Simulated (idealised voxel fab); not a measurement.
process module | voxel quadruple lines
cross-section cut | 200 nm wide | cells 5 nm
A cross-section is a grid of square cells, given in bands from the top down. A band is one or more rows of cells.
Each band's line starts with the height of the band's top and of its bottom, in nm. Then come its materials from left to right, each with its width in nm. One material with "throughout" fills the band from edge to edge. "air" is empty space.
Height 0 is the level under which the wafer as received is all one material. The lowest band goes on downwards, as in "0 down".
A width such as "30 to 40" changes by the same amount from each row of cells to the next, from the band's top row to its bottom row.
"no change" after a step means that no cell of the cross-section changed.
closed voids: empty space of 8 cells or more with no open way to the top, each as width x height at its distance from the left edge, in nm
after a step's settings: what the simulator itself notes on the step
overlay nm, on a step with a mask: how far to the right of its planned place the mask lay; to the left if negative
Each pair below shows a cross-section before one step and the cross-section after it, down to the lowest band that changed. The line under each pair gives the step between them, with its settings. The pairs can come from different runs of this module on the same starting wafer, so a pair continues from the pair above only where its "before" says so.
before
  15 to 5: air 55 | Ru 5 | air 20 | Ru 5 | air 30 | Ru 5 | air 20 | Ru 5 | air 55
  5 to 0: Al2O3 throughout
  0 down: Si throughout
  closed voids: none
after
  25 to 15: SiO2 throughout
  15 to 5: SiO2 55 | Ru 5 | SiO2 20 | Ru 5 | SiO2 30 | Ru 5 | SiO2 20 | Ru 5 | SiO2 55
  below 5: unchanged
  closed voids: none
the step between: op FILL_DEP | material SiO2 | thk nm 10
before: the cross-section after the pair above
after
  15 to 5: SiO2 55 | Ru 5 | SiO2 20 | Ru 5 | SiO2 30 | Ru 5 | SiO2 20 | Ru 5 | SiO2 55
  below 5: unchanged
  closed voids: none
the step between: op CMP | height nm 15
